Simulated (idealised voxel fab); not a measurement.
This section sets out a process module, namely voxel gate over fins.
This is section cut - it's 250 nm across, gridded in 5 nm square cells.
A cross-section is written here as square cells arranged in a grid, and it is given in bands from the top down, each band taking up one or more rows of cells. Each band's line starts with the height of the band's top and of its bottom, in nm. Then come its materials from left to right, each with its width in nm. One material with "full width" fills the band from edge to edge. "air" is empty space. The reference from which all heights are counted is 0, the level beneath which the as-received wafer is entirely one material; the lowest band, having no lower bound, proceeds downward and is written after the example "top 0, no bottom". A two-number width, for instance "30..40", indicates that the width is equal to the first number in the top row of the band and to the second number in the bottom row, and that it changes by a constant amount per row of cells. Where a step carries "remains unaltered", the cross-section came out of it unchanged, cell for cell. What "Encapsulated voids" gives you is every empty space of 8 cells or more that is cut off from the top. Each appears as width x height at distance, with the distance taken from the left edge and width, height and distance all in nm. Post-settings text on a step line: simulator's own remark regarding the step. A step's line can hold "overlay nm"; with a mask on that step, the setting says how far right of the planned place the mask lay, while a negative setting says it lay to the left.

LISTED BELOW ARE THE PROCESS STEPS AS PLANNED
| 1 | RECEIVE, material Si |
| 2 | CONFORMAL_DEP, material SiN, thk nm 5 |
| 3 | MASKED_ETCH, tone cover, mask id FINS, width nm 15, pitch nm 55, etch materials SiN, depth nm 5, overlay nm 0 |
| 4 | MASKED_ETCH, tone cover, mask id FINS, width nm 15, pitch nm 55, etch materials Si, depth nm 40, overlay nm 0 |
| 5 | OXIDIZE, depth nm 5 |
| 6 | FILL_DEP, material SiO2, thk nm 15 |
| 7 | CMP, height nm 5 |
| 8 | MASKED_ETCH, tone open, mask id RAIL, width nm 15, etch materials SiO2, depth nm 40, overlay nm 0 |
| 9 | CONFORMAL_DEP, material TiN, thk nm 5 |
| 10 | FILL_DEP, material W, thk nm 10 |
| 11 | CMP, height nm 5 |
| 12 | SELECTIVE_ETCH, etch materials W Ru TiN, depth nm 30 |
| 13 | FILL_DEP, material SiO2, thk nm 5 |
| 14 | CMP, height nm 5 |
| 15 | SELECTIVE_ETCH, etch materials SiO2, depth nm 20 |
| 16 | STRIP, etch materials SiN |
| 17 | CONFORMAL_DEP, material HfO2, thk nm 5 |
| 18 | CONFORMAL_DEP, material TiN, thk nm 5 |
| 19 | FILL_DEP, material W, thk nm 10 |
| 20 | CMP, height nm 15 |
| 21 | CONFORMAL_DEP, material SiN, thk nm 5 |

THE FIRST OF THE TWO WAFERS, WHICH RAN AS PLANNED

CROSS-SECTION OF THE WAFER UPON ARRIVAL, REPRESENTING THE STATE REACHED AFTER STEP 1
- top 0, no bottom  Si full width
- Encapsulated voids: none

UPON COMPLETION OF STEP 2, THE WAFER APPEARS IN CROSS-SECTION AS SHOWN
- top 5, bottom 0  SiN full width
- Whatever lies below 0 is exactly as it was before.

UPON COMPLETION OF STEP 3, THE WAFER APPEARS IN CROSS-SECTION AS SHOWN
- top 5, bottom 0  air=35 | SiN=15 | air=40 | SiN=15 | air=40 | SiN=15 | air=40 | SiN=15 | air=35
- Whatever lies below 0 is exactly as it was before.

UPON COMPLETION OF STEP 4, THE WAFER APPEARS IN CROSS-SECTION AS SHOWN
- top 5, bottom 0  air=35 | SiN=15 | air=40 | SiN=15 | air=40 | SiN=15 | air=40 | SiN=15 | air=35
- top 0, bottom -40  air=35 | Si=15 | air=40 | Si=15 | air=40 | Si=15 | air=40 | Si=15 | air=35
- Whatever lies below -40 is exactly as it was before.

UPON COMPLETION OF STEP 5, THE WAFER APPEARS IN CROSS-SECTION AS SHOWN
- top 5, bottom 0  air=35 | SiN=15 | air=40 | SiN=15 | air=40 | SiN=15 | air=40 | SiN=15 | air=35
- top 0, bottom -40  air=35 | SiO2=5 | Si=5 | SiO2=5 | air=40 | SiO2=5 | Si=5 | SiO2=5 | air=40 | SiO2=5 | Si=5 | SiO2=5 | air=40 | SiO2=5 | Si=5 | SiO2=5 | air=35
- top -40, bottom -45  SiO2=40 | Si=5 | SiO2=50 | Si=5 | SiO2=50 | Si=5 | SiO2=50 | Si=5 | SiO2=40
- Whatever lies below -45 is exactly as it was before.

UPON COMPLETION OF STEP 6, THE WAFER APPEARS IN CROSS-SECTION AS SHOWN
- top 20, bottom 5  SiO2 full width
- top 5, bottom 0  SiO2=35 | SiN=15 | SiO2=40 | SiN=15 | SiO2=40 | SiN=15 | SiO2=40 | SiN=15 | SiO2=35
- top 0, bottom -45  SiO2=40 | Si=5 | SiO2=50 | Si=5 | SiO2=50 | Si=5 | SiO2=50 | Si=5 | SiO2=40
- Whatever lies below -45 is exactly as it was before.

UPON COMPLETION OF STEP 7, THE WAFER APPEARS IN CROSS-SECTION AS SHOWN
- top 5, bottom 0  SiO2=35 | SiN=15 | SiO2=40 | SiN=15 | SiO2=40 | SiN=15 | SiO2=40 | SiN=15 | SiO2=35
- Whatever lies below 0 is exactly as it was before.

UPON COMPLETION OF STEP 8, THE WAFER APPEARS IN CROSS-SECTION AS SHOWN
- top 5, bottom 0  SiO2=35 | SiN=15 | SiO2=10 | air=15 | SiO2=15 | SiN=15 | SiO2=40 | SiN=15 | SiO2=40 | SiN=15 | SiO2=35
- top 0, bottom -35  SiO2=40 | Si=5 | SiO2=15 | air=15 | SiO2=20 | Si=5 | SiO2=50 | Si=5 | SiO2=50 | Si=5 | SiO2=40
- Whatever lies below -35 is exactly as it was before.

UPON COMPLETION OF STEP 9, THE WAFER APPEARS IN CROSS-SECTION AS SHOWN
- top 10, bottom 5  TiN=65 | air=5 | TiN=180
- top 5, bottom 0  SiO2=35 | SiN=15 | SiO2=10 | TiN=5 | air=5 | TiN=5 | SiO2=15 | SiN=15 | SiO2=40 | SiN=15 | SiO2=40 | SiN=15 | SiO2=35
- top 0, bottom -30  SiO2=40 | Si=5 | SiO2=15 | TiN=5 | air=5 | TiN=5 | SiO2=20 | Si=5 | SiO2=50 | Si=5 | SiO2=50 | Si=5 | SiO2=40
- top -30, bottom -35  SiO2=40 | Si=5 | SiO2=15 | TiN=15 | SiO2=20 | Si=5 | SiO2=50 | Si=5 | SiO2=50 | Si=5 | SiO2=40
- Whatever lies below -35 is exactly as it was before.

UPON COMPLETION OF STEP 10, THE WAFER APPEARS IN CROSS-SECTION AS SHOWN
- top 20, bottom 10  W full width
- top 10, bottom 5  TiN=65 | W=5 | TiN=180
- top 5, bottom 0  SiO2=35 | SiN=15 | SiO2=10 | TiN=5 | W=5 | TiN=5 | SiO2=15 | SiN=15 | SiO2=40 | SiN=15 | SiO2=40 | SiN=15 | SiO2=35
- top 0, bottom -30  SiO2=40 | Si=5 | SiO2=15 | TiN=5 | W=5 | TiN=5 | SiO2=20 | Si=5 | SiO2=50 | Si=5 | SiO2=50 | Si=5 | SiO2=40
- Whatever lies below -30 is exactly as it was before.

UPON COMPLETION OF STEP 11, THE WAFER APPEARS IN CROSS-SECTION AS SHOWN
- top 5, bottom 0  SiO2=35 | SiN=15 | SiO2=10 | TiN=5 | W=5 | TiN=5 | SiO2=15 | SiN=15 | SiO2=40 | SiN=15 | SiO2=40 | SiN=15 | SiO2=35
- Whatever lies below 0 is exactly as it was before.

UPON COMPLETION OF STEP 12, THE WAFER APPEARS IN CROSS-SECTION AS SHOWN
- top 5, bottom 0  SiO2=35 | SiN=15 | SiO2=10 | air=15 | SiO2=15 | SiN=15 | SiO2=40 | SiN=15 | SiO2=40 | SiN=15 | SiO2=35
- top 0, bottom -25  SiO2=40 | Si=5 | SiO2=15 | air=15 | SiO2=20 | Si=5 | SiO2=50 | Si=5 | SiO2=50 | Si=5 | SiO2=40
- Whatever lies below -25 is exactly as it was before.

UPON COMPLETION OF STEP 13, THE WAFER APPEARS IN CROSS-SECTION AS SHOWN
- top 10, bottom 5  SiO2 full width
- top 5, bottom 0  SiO2=35 | SiN=15 | SiO2=40 | SiN=15 | SiO2=40 | SiN=15 | SiO2=40 | SiN=15 | SiO2=35
- top 0, bottom -25  SiO2=40 | Si=5 | SiO2=50 | Si=5 | SiO2=50 | Si=5 | SiO2=50 | Si=5 | SiO2=40
- Whatever lies below -25 is exactly as it was before.

UPON COMPLETION OF STEP 14, THE WAFER APPEARS IN CROSS-SECTION AS SHOWN
- top 5, bottom 0  SiO2=35 | SiN=15 | SiO2=40 | SiN=15 | SiO2=40 | SiN=15 | SiO2=40 | SiN=15 | SiO2=35
- Whatever lies below 0 is exactly as it was before.

UPON COMPLETION OF STEP 15, THE WAFER APPEARS IN CROSS-SECTION AS SHOWN
- top 5, bottom 0  air=35 | SiN=15 | air=40 | SiN=15 | air=40 | SiN=15 | air=40 | SiN=15 | air=35
- top 0, bottom -15  air=40 | Si=5 | air=50 | Si=5 | air=50 | Si=5 | air=50 | Si=5 | air=40
- Whatever lies below -15 is exactly as it was before.

UPON COMPLETION OF STEP 16, THE WAFER APPEARS IN CROSS-SECTION AS SHOWN
- top 0, bottom -15  air=40 | Si=5 | air=50 | Si=5 | air=50 | Si=5 | air=50 | Si=5 | air=40
- Whatever lies below -15 is exactly as it was before.

UPON COMPLETION OF STEP 17, THE WAFER APPEARS IN CROSS-SECTION AS SHOWN
- top 5, bottom 0  air=35 | HfO2=15 | air=40 | HfO2=15 | air=40 | HfO2=15 | air=40 | HfO2=15 | air=35
- top 0, bottom -10  air=35 | HfO2=5 | Si=5 | HfO2=5 | air=40 | HfO2=5 | Si=5 | HfO2=5 | air=40 | HfO2=5 | Si=5 | HfO2=5 | air=40 | HfO2=5 | Si=5 | HfO2=5 | air=35
- top -10, bottom -15  HfO2=40 | Si=5 | HfO2=50 | Si=5 | HfO2=50 | Si=5 | HfO2=50 | Si=5 | HfO2=40
- Whatever lies below -15 is exactly as it was before.

UPON COMPLETION OF STEP 18, THE WAFER APPEARS IN CROSS-SECTION AS SHOWN
- top 10, bottom 5  air=30 | TiN=25 | air=30 | TiN=25 | air=30 | TiN=25 | air=30 | TiN=25 | air=30
- top 5, bottom 0  air=30 | TiN=5 | HfO2=15 | TiN=5 | air=30 | TiN=5 | HfO2=15 | TiN=5 | air=30 | TiN=5 | HfO2=15 | TiN=5 | air=30 | TiN=5 | HfO2=15 | TiN=5 | air=30
- top 0, bottom -5  air=30 | TiN=5 | HfO2=5 | Si=5 | HfO2=5 | TiN=5 | air=30 | TiN=5 | HfO2=5 | Si=5 | HfO2=5 | TiN=5 | air=30 | TiN=5 | HfO2=5 | Si=5 | HfO2=5 | TiN=5 | air=30 | TiN=5 | HfO2=5 | Si=5 | HfO2=5 | TiN=5 | air=30
- top -5, bottom -10  TiN=35 | HfO2=5 | Si=5 | HfO2=5 | TiN=40 | HfO2=5 | Si=5 | HfO2=5 | TiN=40 | HfO2=5 | Si=5 | HfO2=5 | TiN=40 | HfO2=5 | Si=5 | HfO2=5 | TiN=35
- Whatever lies below -10 is exactly as it was before.

UPON COMPLETION OF STEP 19, THE WAFER APPEARS IN CROSS-SECTION AS SHOWN
- top 20, bottom 10  W full width
- top 10, bottom 5  W=30 | TiN=25 | W=30 | TiN=25 | W=30 | TiN=25 | W=30 | TiN=25 | W=30
- top 5, bottom 0  W=30 | TiN=5 | HfO2=15 | TiN=5 | W=30 | TiN=5 | HfO2=15 | TiN=5 | W=30 | TiN=5 | HfO2=15 | TiN=5 | W=30 | TiN=5 | HfO2=15 | TiN=5 | W=30
- top 0, bottom -5  W=30 | TiN=5 | HfO2=5 | Si=5 | HfO2=5 | TiN=5 | W=30 | TiN=5 | HfO2=5 | Si=5 | HfO2=5 | TiN=5 | W=30 | TiN=5 | HfO2=5 | Si=5 | HfO2=5 | TiN=5 | W=30 | TiN=5 | HfO2=5 | Si=5 | HfO2=5 | TiN=5 | W=30
- Whatever lies below -5 is exactly as it was before.

UPON COMPLETION OF STEP 20, THE WAFER APPEARS IN CROSS-SECTION AS SHOWN
- top 15, bottom 10  W full width
- Whatever lies below 10 is exactly as it was before.

UPON COMPLETION OF STEP 21, THE WAFER APPEARS IN CROSS-SECTION AS SHOWN
- top 20, bottom 15  SiN full width
- Whatever lies below 15 is exactly as it was before.

WAFER TWO. SAME START, SAME PLAN, ONE SLIP IN EXECUTION. SAME AS WAFER ONE THROUGH STEP 7, INCLUSIVE

CROSS-SECTION OF THE SECOND WAFER CORRESPONDING TO THE PLANNED CONCLUSION OF STEP 8
- top 5, bottom 0  SiO2=35 | SiN=15 | SiO2=5 | air=25 | SiO2=10 | SiN=15 | SiO2=40 | SiN=15 | SiO2=40 | SiN=15 | SiO2=35
- top 0, bottom -35  SiO2=40 | Si=5 | SiO2=10 | air=25 | SiO2=15 | Si=5 | SiO2=50 | Si=5 | SiO2=50 | Si=5 | SiO2=40
- Whatever lies below -35 is exactly as it was before.

CROSS-SECTION OF THE SECOND WAFER CORRESPONDING TO THE PLANNED CONCLUSION OF STEP 9
- top 10, bottom 5  TiN=60 | air=15 | TiN=175
- top 5, bottom 0  SiO2=35 | SiN=15 | SiO2=5 | TiN=5 | air=15 | TiN=5 | SiO2=10 | SiN=15 | SiO2=40 | SiN=15 | SiO2=40 | SiN=15 | SiO2=35
- top 0, bottom -30  SiO2=40 | Si=5 | SiO2=10 | TiN=5 | air=15 | TiN=5 | SiO2=15 | Si=5 | SiO2=50 | Si=5 | SiO2=50 | Si=5 | SiO2=40
- top -30, bottom -35  SiO2=40 | Si=5 | SiO2=10 | TiN=25 | SiO2=15 | Si=5 | SiO2=50 | Si=5 | SiO2=50 | Si=5 | SiO2=40
- Whatever lies below -35 is exactly as it was before.

CROSS-SECTION OF THE SECOND WAFER CORRESPONDING TO THE PLANNED CONCLUSION OF STEP 10
- top 20, bottom 10  W full width
- top 10, bottom 5  TiN=60 | W=15 | TiN=175
- top 5, bottom 0  SiO2=35 | SiN=15 | SiO2=5 | TiN=5 | W=15 | TiN=5 | SiO2=10 | SiN=15 | SiO2=40 | SiN=15 | SiO2=40 | SiN=15 | SiO2=35
- top 0, bottom -30  SiO2=40 | Si=5 | SiO2=10 | TiN=5 | W=15 | TiN=5 | SiO2=15 | Si=5 | SiO2=50 | Si=5 | SiO2=50 | Si=5 | SiO2=40
- Whatever lies below -30 is exactly as it was before.

CROSS-SECTION OF THE SECOND WAFER CORRESPONDING TO THE PLANNED CONCLUSION OF STEP 11
- top 5, bottom 0  SiO2=35 | SiN=15 | SiO2=5 | TiN=5 | W=15 | TiN=5 | SiO2=10 | SiN=15 | SiO2=40 | SiN=15 | SiO2=40 | SiN=15 | SiO2=35
- Whatever lies below 0 is exactly as it was before.

CROSS-SECTION OF THE SECOND WAFER CORRESPONDING TO THE PLANNED CONCLUSION OF STEP 12
- top 5, bottom 0  SiO2=35 | SiN=15 | SiO2=5 | air=25 | SiO2=10 | SiN=15 | SiO2=40 | SiN=15 | SiO2=40 | SiN=15 | SiO2=35
- top 0, bottom -25  SiO2=40 | Si=5 | SiO2=10 | air=25 | SiO2=15 | Si=5 | SiO2=50 | Si=5 | SiO2=50 | Si=5 | SiO2=40
- Whatever lies below -25 is exactly as it was before.

CROSS-SECTION OF THE SECOND WAFER CORRESPONDING TO THE PLANNED CONCLUSION OF STEP 13
- top 10, bottom 5  SiO2 full width
- top 5, bottom 0  SiO2=35 | SiN=15 | SiO2=40 | SiN=15 | SiO2=40 | SiN=15 | SiO2=40 | SiN=15 | SiO2=35
- top 0, bottom -25  SiO2=40 | Si=5 | SiO2=50 | Si=5 | SiO2=50 | Si=5 | SiO2=50 | Si=5 | SiO2=40
- Whatever lies below -25 is exactly as it was before.

CROSS-SECTION OF THE SECOND WAFER CORRESPONDING TO THE PLANNED CONCLUSION OF STEP 14
- top 5, bottom 0  SiO2=35 | SiN=15 | SiO2=40 | SiN=15 | SiO2=40 | SiN=15 | SiO2=40 | SiN=15 | SiO2=35
- Whatever lies below 0 is exactly as it was before.

CROSS-SECTION OF THE SECOND WAFER CORRESPONDING TO THE PLANNED CONCLUSION OF STEP 15
- top 5, bottom 0  air=35 | SiN=15 | air=40 | SiN=15 | air=40 | SiN=15 | air=40 | SiN=15 | air=35
- top 0, bottom -15  air=40 | Si=5 | air=50 | Si=5 | air=50 | Si=5 | air=50 | Si=5 | air=40
- Whatever lies below -15 is exactly as it was before.

CROSS-SECTION OF THE SECOND WAFER CORRESPONDING TO THE PLANNED CONCLUSION OF STEP 16
- top 0, bottom -15  air=40 | Si=5 | air=50 | Si=5 | air=50 | Si=5 | air=50 | Si=5 | air=40
- Whatever lies below -15 is exactly as it was before.

CROSS-SECTION OF THE SECOND WAFER CORRESPONDING TO THE PLANNED CONCLUSION OF STEP 17
- top 5, bottom 0  air=35 | HfO2=15 | air=40 | HfO2=15 | air=40 | HfO2=15 | air=40 | HfO2=15 | air=35
- top 0, bottom -10  air=35 | HfO2=5 | Si=5 | HfO2=5 | air=40 | HfO2=5 | Si=5 | HfO2=5 | air=40 | HfO2=5 | Si=5 | HfO2=5 | air=40 | HfO2=5 | Si=5 | HfO2=5 | air=35
- top -10, bottom -15  HfO2=40 | Si=5 | HfO2=50 | Si=5 | HfO2=50 | Si=5 | HfO2=50 | Si=5 | HfO2=40
- Whatever lies below -15 is exactly as it was before.

CROSS-SECTION OF THE SECOND WAFER CORRESPONDING TO THE PLANNED CONCLUSION OF STEP 18
- top 10, bottom 5  air=30 | TiN=25 | air=30 | TiN=25 | air=30 | TiN=25 | air=30 | TiN=25 | air=30
- top 5, bottom 0  air=30 | TiN=5 | HfO2=15 | TiN=5 | air=30 | TiN=5 | HfO2=15 | TiN=5 | air=30 | TiN=5 | HfO2=15 | TiN=5 | air=30 | TiN=5 | HfO2=15 | TiN=5 | air=30
- top 0, bottom -5  air=30 | TiN=5 | HfO2=5 | Si=5 | HfO2=5 | TiN=5 | air=30 | TiN=5 | HfO2=5 | Si=5 | HfO2=5 | TiN=5 | air=30 | TiN=5 | HfO2=5 | Si=5 | HfO2=5 | TiN=5 | air=30 | TiN=5 | HfO2=5 | Si=5 | HfO2=5 | TiN=5 | air=30
- top -5, bottom -10  TiN=35 | HfO2=5 | Si=5 | HfO2=5 | TiN=40 | HfO2=5 | Si=5 | HfO2=5 | TiN=40 | HfO2=5 | Si=5 | HfO2=5 | TiN=40 | HfO2=5 | Si=5 | HfO2=5 | TiN=35
- Whatever lies below -10 is exactly as it was before.

CROSS-SECTION OF THE SECOND WAFER CORRESPONDING TO THE PLANNED CONCLUSION OF STEP 19
- top 20, bottom 10  W full width
- top 10, bottom 5  W=30 | TiN=25 | W=30 | TiN=25 | W=30 | TiN=25 | W=30 | TiN=25 | W=30
- top 5, bottom 0  W=30 | TiN=5 | HfO2=15 | TiN=5 | W=30 | TiN=5 | HfO2=15 | TiN=5 | W=30 | TiN=5 | HfO2=15 | TiN=5 | W=30 | TiN=5 | HfO2=15 | TiN=5 | W=30
- top 0, bottom -5  W=30 | TiN=5 | HfO2=5 | Si=5 | HfO2=5 | TiN=5 | W=30 | TiN=5 | HfO2=5 | Si=5 | HfO2=5 | TiN=5 | W=30 | TiN=5 | HfO2=5 | Si=5 | HfO2=5 | TiN=5 | W=30 | TiN=5 | HfO2=5 | Si=5 | HfO2=5 | TiN=5 | W=30
- Whatever lies below -5 is exactly as it was before.

CROSS-SECTION OF THE SECOND WAFER CORRESPONDING TO THE PLANNED CONCLUSION OF STEP 20
- top 15, bottom 10  W full width
- Whatever lies below 10 is exactly as it was before.

CROSS-SECTION OF THE SECOND WAFER CORRESPONDING TO THE PLANNED CONCLUSION OF STEP 21
- top 20, bottom 15  SiN full width
- Whatever lies below 15 is exactly as it was before.
What was the processing mistake? step 8: run off-plan, actual operation and settings MASKED_ETCH, tone open, mask id RAIL, width nm 25, etch materials SiO2, depth nm 40, overlay nm 0
Final comparison by cell count, materials where the second wafer has more or fewer than the first: SiO2: 4 fewer; TiN: 2 more; W: 2 more
